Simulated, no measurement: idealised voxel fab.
The following process module bears the name voxel wiring stack.
For reference, the cross-section in this document is cut, with width 230 nm and square cells of 5 nm.
If you're reading a cross-section in this doc, picture square cells in a grid; it comes to you as bands, top ones listed first down to the bottom, and a band can be one or more rows of cells. This entry defines a band. It first specifies the height of the band's top and the height of its bottom in nm, and then specifies the band's materials from left to right, stating each material with its width in nm. The word "throughout" identifies a single material that fills the band from edge to edge, while the word "empty" identifies empty space. Measure heights from 0. That's the level where, below it, the as-received wafer is all one material. The lowest band is bottomless and extends downward; write it as in "0 and below". Quick explanation for "30..40": the width changes in equal steps down the rows of cells, from the first number in the band's top row to the second number in its bottom row. Reading "no change" for a step: not a cell of the cross-section changed in it. In "Closed void list" the enclosed voids are listed, meaning empty spaces of 8 cells or larger without any opening to the top. The form is width x height at distance, distance from the left edge, units nm. If you see something after the settings on a step's line, that's the simulator's own remark about that step. What "overlay nm" on a step's line means: if the step has a mask, that mask lay this far to the right of its planned place, or, when the value is negative, to the left.
Plan
- 1: RECEIVE (material Si)
- 2: CONFORMAL_DEP (material SiO2; thk nm 10)
- 3: DIRECTIONAL_DEP (material TiN; thk nm 5)
- 4: DIRECTIONAL_DEP (material Ru; thk nm 25)
- 5: PATTERN (tone cover; mask id METAL_1; material resist; width nm 25; pitch nm 55; thk nm 20; overlay nm 0)
- 6: DIRECTIONAL_ETCH (etch materials Ru; depth nm 25)
- 7: DIRECTIONAL_ETCH (etch materials TiN; depth nm 5)
- 8: STRIP (etch materials resist)
- 9: FILL_DEP (material SiO2; thk nm 10)
- 10: CMP (height nm 40)
- 11: CONFORMAL_DEP (material SiCN; thk nm 5)
- 12: DIRECTIONAL_DEP (material lowk; thk nm 20)
- 13: MASKED_ETCH (tone open; mask id PLUG_1; width nm 15; pitch nm 55; etch materials lowk; depth nm 20; overlay nm 0)
- 14: MASKED_ETCH (tone open; mask id PLUG_1; width nm 15; pitch nm 55; etch materials SiCN; depth nm 5; overlay nm 0)
- 15: EPI (material Ru; thk nm 10)
- 16: EPI (material Ru; thk nm 10)
- 17: EPI (material Ru; thk nm 5)
- 18: CONFORMAL_DEP (material SiN; thk nm 5)
- 19: DIRECTIONAL_DEP (material lowk; thk nm 20)
- 20: MASKED_ETCH (tone open; mask id METAL_2; width nm 25; pitch nm 55; etch materials lowk; depth nm 20; overlay nm 0)
- 21: MASKED_ETCH (tone open; mask id METAL_2; width nm 25; pitch nm 55; etch materials SiN; depth nm 5; overlay nm 0)
- 22: CONFORMAL_DEP (material TiN; thk nm 5)
- 23: FILL_DEP (material Ru; thk nm 10)
- 24: CMP (height nm 90)
- 25: EPI (material Ru; thk nm 5)
- 26: FILL_DEP (material SiCN; thk nm 5)
- 27: DIRECTIONAL_DEP (material lowk; thk nm 35)
- 28: DIRECTIONAL_DEP (material aC; thk nm 10)
- 29: PATTERN (tone open; mask id METAL_3; material resist; width nm 25; pitch nm 55; thk nm 25; overlay nm 0)
- 30: DIRECTIONAL_ETCH (etch materials aC; depth nm 10)
- 31: STRIP (etch materials resist)
- 32: DIRECTIONAL_ETCH (etch materials lowk; depth nm 20)
- 33: STRIP (etch materials aC)
- 34: DIRECTIONAL_DEP (material aC; thk nm 10)
- 35: PATTERN (tone open; mask id METAL_3_HOLES; material resist; width nm 15; pitch nm 55; thk nm 30; overlay nm 0)
- 36: DIRECTIONAL_ETCH (etch materials aC; depth nm 10)
- 37: STRIP (etch materials resist)
- 38: DIRECTIONAL_ETCH (etch materials lowk; depth nm 15)
- 39: DIRECTIONAL_ETCH (etch materials SiCN; depth nm 5)
- 40: STRIP (etch materials aC)
- 41: CONFORMAL_DEP (material TiN; thk nm 5)
- 42: FILL_DEP (material Cu; thk nm 10)
- 43: CMP (height nm 135)
- 44: CONFORMAL_DEP (material SiN; thk nm 5)
Concerning the first of two wafers, which was run in accordance with the plan
Wafer cross-section on receipt, i.e. after step 1
  0 and below  Si throughout
  Closed void list: none
The following cross-section depicts the wafer upon completion of step 2
  10 down to 0  SiO2 throughout
  Unchanged below 0.
The following cross-section depicts the wafer upon completion of step 3
  15 down to 10  TiN throughout
  Unchanged below 10.
The following cross-section depicts the wafer upon completion of step 4
  40 down to 15  Ru throughout
  Unchanged below 15.
The following cross-section depicts the wafer upon completion of step 5
  60 down to 40  empty (75), resist (25), empty (30), resist (25), empty (75)
  Unchanged below 40.
The following cross-section depicts the wafer upon completion of step 6
  60 down to 40  empty (75), resist (25), empty (30), resist (25), empty (75)
  40 down to 15  empty (75), Ru (25), empty (30), Ru (25), empty (75)
  Unchanged below 15.
The following cross-section depicts the wafer upon completion of step 7
  60 down to 40  empty (75), resist (25), empty (30), resist (25), empty (75)
  40 down to 15  empty (75), Ru (25), empty (30), Ru (25), empty (75)
  15 down to 10  empty (75), TiN (25), empty (30), TiN (25), empty (75)
  Unchanged below 10.
The following cross-section depicts the wafer upon completion of step 8
  40 down to 15  empty (75), Ru (25), empty (30), Ru (25), empty (75)
  Unchanged below 15.
The following cross-section depicts the wafer upon completion of step 9
  50 down to 40  SiO2 throughout
  40 down to 15  SiO2 (75), Ru (25), SiO2 (30), Ru (25), SiO2 (75)
  15 down to 10  SiO2 (75), TiN (25), SiO2 (30), TiN (25), SiO2 (75)
  Unchanged below 10.
The following cross-section depicts the wafer upon completion of step 10
  40 down to 15  SiO2 (75), Ru (25), SiO2 (30), Ru (25), SiO2 (75)
  Unchanged below 15.
The following cross-section depicts the wafer upon completion of step 11
  45 down to 40  SiCN throughout
  Unchanged below 40.
The following cross-section depicts the wafer upon completion of step 12
  65 down to 45  lowk throughout
  Unchanged below 45.
The following cross-section depicts the wafer upon completion of step 13
  65 down to 45  lowk (75), empty (15), lowk (40), empty (15), lowk (85)
  Unchanged below 45.
The following cross-section depicts the wafer upon completion of step 14
  65 down to 45  lowk (75), empty (15), lowk (40), empty (15), lowk (85)
  45 down to 40  SiCN (75), empty (15), SiCN (40), empty (15), SiCN (85)
  Unchanged below 40.
The following cross-section depicts the wafer upon completion of step 15
  65 down to 50  lowk (75), empty (15), lowk (40), empty (15), lowk (85)
  50 down to 45  lowk (75), Ru (15), lowk (40), Ru (15), lowk (85)
  45 down to 40  SiCN (75), Ru (15), SiCN (40), Ru (15), SiCN (85)
  Unchanged below 40.
The following cross-section depicts the wafer upon completion of step 16
  65 down to 60  lowk (75), empty (15), lowk (40), empty (15), lowk (85)
  60 down to 45  lowk (75), Ru (15), lowk (40), Ru (15), lowk (85)
  Unchanged below 45.
The following cross-section depicts the wafer upon completion of step 17
  65 down to 45  lowk (75), Ru (15), lowk (40), Ru (15), lowk (85)
  Unchanged below 45.
The following cross-section depicts the wafer upon completion of step 18
  70 down to 65  SiN throughout
  Unchanged below 65.
The following cross-section depicts the wafer upon completion of step 19
  90 down to 70  lowk throughout
  Unchanged below 70.
The following cross-section depicts the wafer upon completion of step 20
  90 down to 70  lowk (75), empty (25), lowk (30), empty (25), lowk (75)
  Unchanged below 70.
The following cross-section depicts the wafer upon completion of step 21
  90 down to 70  lowk (75), empty (25), lowk (30), empty (25), lowk (75)
  70 down to 65  SiN (75), empty (25), SiN (30), empty (25), SiN (75)
  Unchanged below 65.
The following cross-section depicts the wafer upon completion of step 22
  95 down to 90  TiN (80), empty (15), TiN (40), empty (15), TiN (80)
  90 down to 70  lowk (75), TiN (5), empty (15), TiN (5), lowk (30), TiN (5), empty (15), TiN (5), lowk (75)
  70 down to 65  SiN (75), TiN (25), SiN (30), TiN (25), SiN (75)
  Unchanged below 65.
The following cross-section depicts the wafer upon completion of step 23
  105 down to 95  Ru throughout
  95 down to 90  TiN (80), Ru (15), TiN (40), Ru (15), TiN (80)
  90 down to 70  lowk (75), TiN (5), Ru (15), TiN (5), lowk (30), TiN (5), Ru (15), TiN (5), lowk (75)
  Unchanged below 70.
The following cross-section depicts the wafer upon completion of step 24
  90 down to 70  lowk (75), TiN (5), Ru (15), TiN (5), lowk (30), TiN (5), Ru (15), TiN (5), lowk (75)
  Unchanged below 70.
The following cross-section depicts the wafer upon completion of step 25
  95 down to 90  empty (70), Ru (35), empty (20), Ru (35), empty (70)
  Unchanged below 90.
The following cross-section depicts the wafer upon completion of step 26
  100 down to 95  SiCN throughout
  95 down to 90  SiCN (70), Ru (35), SiCN (20), Ru (35), SiCN (70)
  Unchanged below 90.
The following cross-section depicts the wafer upon completion of step 27
  135 down to 100  lowk throughout
  Unchanged below 100.
The following cross-section depicts the wafer upon completion of step 28
  145 down to 135  aC throughout
  Unchanged below 135.
The following cross-section depicts the wafer upon completion of step 29
  170 down to 145  resist (75), empty (25), resist (30), empty (25), resist (75)
  Unchanged below 145.
The following cross-section depicts the wafer upon completion of step 30
  160 down to 145  resist (75), empty (25), resist (30), empty (25), resist (75)
  145 down to 135  aC (75), empty (25), aC (30), empty (25), aC (75)
  Unchanged below 135.
The following cross-section depicts the wafer upon completion of step 31
  145 down to 135  aC (75), empty (25), aC (30), empty (25), aC (75)
  Unchanged below 135.
The following cross-section depicts the wafer upon completion of step 32
  145 down to 135  aC (75), empty (25), aC (30), empty (25), aC (75)
  135 down to 115  lowk (75), empty (25), lowk (30), empty (25), lowk (75)
  Unchanged below 115.
The following cross-section depicts the wafer upon completion of step 33
  135 down to 115  lowk (75), empty (25), lowk (30), empty (25), lowk (75)
  Unchanged below 115.
The following cross-section depicts the wafer upon completion of step 34
  145 down to 135  aC (75), empty (25), aC (30), empty (25), aC (75)
  135 down to 125  lowk (75), empty (25), lowk (30), empty (25), lowk (75)
  125 down to 115  lowk (75), aC (25), lowk (30), aC (25), lowk (75)
  Unchanged below 115.
The following cross-section depicts the wafer upon completion of step 35
  175 down to 145  resist (75), empty (15), resist (40), empty (15), resist (85)
  145 down to 135  aC (75), empty (15), resist (10), aC (30), empty (15), resist (10), aC (75)
  135 down to 125  lowk (75), empty (15), resist (10), lowk (30), empty (15), resist (10), lowk (75)
  Unchanged below 125.
The following cross-section depicts the wafer upon completion of step 36
  165 down to 145  resist (75), empty (15), resist (40), empty (15), resist (85)
  145 down to 135  aC (75), empty (15), resist (10), aC (30), empty (15), resist (10), aC (75)
  135 down to 125  lowk (75), empty (15), resist (10), lowk (30), empty (15), resist (10), lowk (75)
  125 down to 115  lowk (75), empty (15), aC (10), lowk (30), empty (15), aC (10), lowk (75)
  Unchanged below 115.
The following cross-section depicts the wafer upon completion of step 37
  145 down to 135  aC (75), empty (25), aC (30), empty (25), aC (75)
  135 down to 125  lowk (75), empty (25), lowk (30), empty (25), lowk (75)
  Unchanged below 125.
The following cross-section depicts the wafer upon completion of step 38
  145 down to 135  aC (75), empty (25), aC (30), empty (25), aC (75)
  135 down to 125  lowk (75), empty (25), lowk (30), empty (25), lowk (75)
  125 down to 115  lowk (75), empty (15), aC (10), lowk (30), empty (15), aC (10), lowk (75)
  115 down to 100  lowk (75), empty (15), lowk (40), empty (15), lowk (85)
  Unchanged below 100.
The following cross-section depicts the wafer upon completion of step 39
  145 down to 135  aC (75), empty (25), aC (30), empty (25), aC (75)
  135 down to 125  lowk (75), empty (25), lowk (30), empty (25), lowk (75)
  125 down to 115  lowk (75), empty (15), aC (10), lowk (30), empty (15), aC (10), lowk (75)
  115 down to 100  lowk (75), empty (15), lowk (40), empty (15), lowk (85)
  100 down to 95  SiCN (75), empty (15), SiCN (40), empty (15), SiCN (85)
  Unchanged below 95.
The following cross-section depicts the wafer upon completion of step 40
  135 down to 115  lowk (75), empty (25), lowk (30), empty (25), lowk (75)
  Unchanged below 115.
The following cross-section depicts the wafer upon completion of step 41
  140 down to 135  TiN (80), empty (15), TiN (40), empty (15), TiN (80)
  135 down to 120  lowk (75), TiN (5), empty (15), TiN (5), lowk (30), TiN (5), empty (15), TiN (5), lowk (75)
  120 down to 115  lowk (75), TiN (5), empty (5), TiN (15), lowk (30), TiN (5), empty (5), TiN (15), lowk (75)
  115 down to 100  lowk (75), TiN (5), empty (5), TiN (5), lowk (40), TiN (5), empty (5), TiN (5), lowk (85)
  100 down to 95  SiCN (75), TiN (15), SiCN (40), TiN (15), SiCN (85)
  Unchanged below 95.
The following cross-section depicts the wafer upon completion of step 42
  150 down to 140  Cu throughout
  140 down to 135  TiN (80), Cu (15), TiN (40), Cu (15), TiN (80)
  135 down to 120  lowk (75), TiN (5), Cu (15), TiN (5), lowk (30), TiN (5), Cu (15), TiN (5), lowk (75)
  120 down to 115  lowk (75), TiN (5), Cu (5), TiN (15), lowk (30), TiN (5), Cu (5), TiN (15), lowk (75)
  115 down to 100  lowk (75), TiN (5), Cu (5), TiN (5), lowk (40), TiN (5), Cu (5), TiN (5), lowk (85)
  Unchanged below 100.
The following cross-section depicts the wafer upon completion of step 43
  135 down to 120  lowk (75), TiN (5), Cu (15), TiN (5), lowk (30), TiN (5), Cu (15), TiN (5), lowk (75)
  Unchanged below 120.
The following cross-section depicts the wafer upon completion of step 44
  140 down to 135  SiN throughout
  Unchanged below 135.
The second wafer: identical to the first at the outset and in its planned sequence, differing only in that one mistake was made during processing; up to and including step 1, its path is the first wafer's path
Second wafer at the planned finish of step 2, seen in cross-section: no change
Second wafer at the planned finish of step 3, seen in cross-section
  5 down to 0  TiN throughout
  Unchanged below 0.
Second wafer at the planned finish of step 4, seen in cross-section
  30 down to 5  Ru throughout
  Unchanged below 5.
Second wafer at the planned finish of step 5, seen in cross-section
  50 down to 30  empty (75), resist (25), empty (30), resist (25), empty (75)
  Unchanged below 30.
Second wafer at the planned finish of step 6, seen in cross-section
  50 down to 30  empty (75), resist (25), empty (30), resist (25), empty (75)
  30 down to 5  empty (75), Ru (25), empty (30), Ru (25), empty (75)
  Unchanged below 5.
Second wafer at the planned finish of step 7, seen in cross-section
  50 down to 30  empty (75), resist (25), empty (30), resist (25), empty (75)
  30 down to 5  empty (75), Ru (25), empty (30), Ru (25), empty (75)
  5 down to 0  empty (75), TiN (25), empty (30), TiN (25), empty (75)
  Unchanged below 0.
Second wafer at the planned finish of step 8, seen in cross-section
  30 down to 5  empty (75), Ru (25), empty (30), Ru (25), empty (75)
  Unchanged below 5.
Second wafer at the planned finish of step 9, seen in cross-section
  40 down to 30  SiO2 throughout
  30 down to 5  SiO2 (75), Ru (25), SiO2 (30), Ru (25), SiO2 (75)
  5 down to 0  SiO2 (75), TiN (25), SiO2 (30), TiN (25), SiO2 (75)
  Unchanged below 0.
Second wafer at the planned finish of step 10, seen in cross-section: no change
Second wafer at the planned finish of step 11, seen in cross-section
  45 down to 40  SiCN throughout
  Unchanged below 40.
Second wafer at the planned finish of step 12, seen in cross-section
  65 down to 45  lowk throughout
  Unchanged below 45.
Second wafer at the planned finish of step 13, seen in cross-section
  65 down to 45  lowk (75), empty (15), lowk (40), empty (15), lowk (85)
  Unchanged below 45.
Second wafer at the planned finish of step 14, seen in cross-section
  65 down to 45  lowk (75), empty (15), lowk (40), empty (15), lowk (85)
  45 down to 40  SiCN (75), empty (15), SiCN (40), empty (15), SiCN (85)
  Unchanged below 40.
Second wafer at the planned finish of step 15, seen in cross-section: no change
Second wafer at the planned finish of step 16, seen in cross-section: no change
Second wafer at the planned finish of step 17, seen in cross-section: no change
Second wafer at the planned finish of step 18, seen in cross-section
  70 down to 65  SiN (80), empty (5), SiN (50), empty (5), SiN (90)
  65 down to 45  lowk (75), SiN (5), empty (5), SiN (5), lowk (40), SiN (5), empty (5), SiN (5), lowk (85)
  45 down to 40  SiCN (75), SiN (15), SiCN (40), SiN (15), SiCN (85)
  Unchanged below 40.
Second wafer at the planned finish of step 19, seen in cross-section
  90 down to 70  lowk (80), empty (5), lowk (50), empty (5), lowk (90)
  70 down to 65  SiN (80), empty (5), SiN (50), empty (5), SiN (90)
  65 down to 45  lowk (75), SiN (5), lowk (5), SiN (5), lowk (40), SiN (5), lowk (5), SiN (5), lowk (85)
  Unchanged below 45.
Second wafer at the planned finish of step 20, seen in cross-section
  90 down to 70  lowk (75), empty (25), lowk (30), empty (25), lowk (75)
  70 down to 65  SiN (80), empty (5), SiN (50), empty (5), SiN (90)
  65 down to 45  lowk (75), SiN (5), empty (5), SiN (5), lowk (40), SiN (5), empty (5), SiN (5), lowk (85)
  Unchanged below 45.
Second wafer at the planned finish of step 21, seen in cross-section
  90 down to 70  lowk (75), empty (25), lowk (30), empty (25), lowk (75)
  70 down to 65  SiN (75), empty (25), SiN (30), empty (25), SiN (75)
  65 down to 45  lowk (75), SiN (5), empty (5), SiN (5), lowk (40), SiN (5), empty (5), SiN (5), lowk (85)
  45 down to 40  SiCN (75), SiN (5), empty (5), SiN (5), SiCN (40), SiN (5), empty (5), SiN (5), SiCN (85)
  Unchanged below 40.
Second wafer at the planned finish of step 22, seen in cross-section
  95 down to 90  TiN (80), empty (15), TiN (40), empty (15), TiN (80)
  90 down to 70  lowk (75), TiN (5), empty (15), TiN (5), lowk (30), TiN (5), empty (15), TiN (5), lowk (75)
  70 down to 65  SiN (75), TiN (25), SiN (30), TiN (25), SiN (75)
  65 down to 45  lowk (75), SiN (5), TiN (5), SiN (5), lowk (40), SiN (5), TiN (5), SiN (5), lowk (85)
  45 down to 40  SiCN (75), SiN (5), TiN (5), SiN (5), SiCN (40), SiN (5), TiN (5), SiN (5), SiCN (85)
  Unchanged below 40.
Second wafer at the planned finish of step 23, seen in cross-section
  105 down to 95  Ru throughout
  95 down to 90  TiN (80), Ru (15), TiN (40), Ru (15), TiN (80)
  90 down to 70  lowk (75), TiN (5), Ru (15), TiN (5), lowk (30), TiN (5), Ru (15), TiN (5), lowk (75)
  Unchanged below 70.
Second wafer at the planned finish of step 24, seen in cross-section
  90 down to 70  lowk (75), TiN (5), Ru (15), TiN (5), lowk (30), TiN (5), Ru (15), TiN (5), lowk (75)
  Unchanged below 70.
Second wafer at the planned finish of step 25, seen in cross-section
  95 down to 90  empty (70), Ru (35), empty (20), Ru (35), empty (70)
  Unchanged below 90.
Second wafer at the planned finish of step 26, seen in cross-section
  100 down to 95  SiCN throughout
  95 down to 90  SiCN (70), Ru (35), SiCN (20), Ru (35), SiCN (70)
  Unchanged below 90.
Second wafer at the planned finish of step 27, seen in cross-section
  135 down to 100  lowk throughout
  Unchanged below 100.
Second wafer at the planned finish of step 28, seen in cross-section
  145 down to 135  aC throughout
  Unchanged below 135.
Second wafer at the planned finish of step 29, seen in cross-section
  170 down to 145  resist (75), empty (25), resist (30), empty (25), resist (75)
  Unchanged below 145.
Second wafer at the planned finish of step 30, seen in cross-section
  160 down to 145  resist (75), empty (25), resist (30), empty (25), resist (75)
  145 down to 135  aC (75), empty (25), aC (30), empty (25), aC (75)
  Unchanged below 135.
Second wafer at the planned finish of step 31, seen in cross-section
  145 down to 135  aC (75), empty (25), aC (30), empty (25), aC (75)
  Unchanged below 135.
Second wafer at the planned finish of step 32, seen in cross-section
  145 down to 135  aC (75), empty (25), aC (30), empty (25), aC (75)
  135 down to 115  lowk (75), empty (25), lowk (30), empty (25), lowk (75)
  Unchanged below 115.
Second wafer at the planned finish of step 33, seen in cross-section
  135 down to 115  lowk (75), empty (25), lowk (30), empty (25), lowk (75)
  Unchanged below 115.
Second wafer at the planned finish of step 34, seen in cross-section
  145 down to 135  aC (75), empty (25), aC (30), empty (25), aC (75)
  135 down to 125  lowk (75), empty (25), lowk (30), empty (25), lowk (75)
  125 down to 115  lowk (75), aC (25), lowk (30), aC (25), lowk (75)
  Unchanged below 115.
Second wafer at the planned finish of step 35, seen in cross-section
  175 down to 145  resist (75), empty (15), resist (40), empty (15), resist (85)
  145 down to 135  aC (75), empty (15), resist (10), aC (30), empty (15), resist (10), aC (75)
  135 down to 125  lowk (75), empty (15), resist (10), lowk (30), empty (15), resist (10), lowk (75)
  Unchanged below 125.
Second wafer at the planned finish of step 36, seen in cross-section
  165 down to 145  resist (75), empty (15), resist (40), empty (15), resist (85)
  145 down to 135  aC (75), empty (15), resist (10), aC (30), empty (15), resist (10), aC (75)
  135 down to 125  lowk (75), empty (15), resist (10), lowk (30), empty (15), resist (10), lowk (75)
  125 down to 115  lowk (75), empty (15), aC (10), lowk (30), empty (15), aC (10), lowk (75)
  Unchanged below 115.
Second wafer at the planned finish of step 37, seen in cross-section
  145 down to 135  aC (75), empty (25), aC (30), empty (25), aC (75)
  135 down to 125  lowk (75), empty (25), lowk (30), empty (25), lowk (75)
  Unchanged below 125.
Second wafer at the planned finish of step 38, seen in cross-section
  145 down to 135  aC (75), empty (25), aC (30), empty (25), aC (75)
  135 down to 125  lowk (75), empty (25), lowk (30), empty (25), lowk (75)
  125 down to 115  lowk (75), empty (15), aC (10), lowk (30), empty (15), aC (10), lowk (75)
  115 down to 100  lowk (75), empty (15), lowk (40), empty (15), lowk (85)
  Unchanged below 100.
Second wafer at the planned finish of step 39, seen in cross-section
  145 down to 135  aC (75), empty (25), aC (30), empty (25), aC (75)
  135 down to 125  lowk (75), empty (25), lowk (30), empty (25), lowk (75)
  125 down to 115  lowk (75), empty (15), aC (10), lowk (30), empty (15), aC (10), lowk (75)
  115 down to 100  lowk (75), empty (15), lowk (40), empty (15), lowk (85)
  100 down to 95  SiCN (75), empty (15), SiCN (40), empty (15), SiCN (85)
  Unchanged below 95.
Second wafer at the planned finish of step 40, seen in cross-section
  135 down to 115  lowk (75), empty (25), lowk (30), empty (25), lowk (75)
  Unchanged below 115.
Second wafer at the planned finish of step 41, seen in cross-section
  140 down to 135  TiN (80), empty (15), TiN (40), empty (15), TiN (80)
  135 down to 120  lowk (75), TiN (5), empty (15), TiN (5), lowk (30), TiN (5), empty (15), TiN (5), lowk (75)
  120 down to 115  lowk (75), TiN (5), empty (5), TiN (15), lowk (30), TiN (5), empty (5), TiN (15), lowk (75)
  115 down to 100  lowk (75), TiN (5), empty (5), TiN (5), lowk (40), TiN (5), empty (5), TiN (5), lowk (85)
  100 down to 95  SiCN (75), TiN (15), SiCN (40), TiN (15), SiCN (85)
  Unchanged below 95.
Second wafer at the planned finish of step 42, seen in cross-section
  150 down to 140  Cu throughout
  140 down to 135  TiN (80), Cu (15), TiN (40), Cu (15), TiN (80)
  135 down to 120  lowk (75), TiN (5), Cu (15), TiN (5), lowk (30), TiN (5), Cu (15), TiN (5), lowk (75)
  120 down to 115  lowk (75), TiN (5), Cu (5), TiN (15), lowk (30), TiN (5), Cu (5), TiN (15), lowk (75)
  115 down to 100  lowk (75), TiN (5), Cu (5), TiN (5), lowk (40), TiN (5), Cu (5), TiN (5), lowk (85)
  Unchanged below 100.
Second wafer at the planned finish of step 43, seen in cross-section
  135 down to 120  lowk (75), TiN (5), Cu (15), TiN (5), lowk (30), TiN (5), Cu (15), TiN (5), lowk (75)
  Unchanged below 120.
Second wafer at the planned finish of step 44, seen in cross-section
  140 down to 135  SiN throughout
  Unchanged below 135.
What was done differently from what was planned? step 2 of the plan was jumped over and never run
Heads up, by the end the second wafer has more or fewer cells of some materials compared to the first: -30 Ru | +20 SiN | +10 TiN
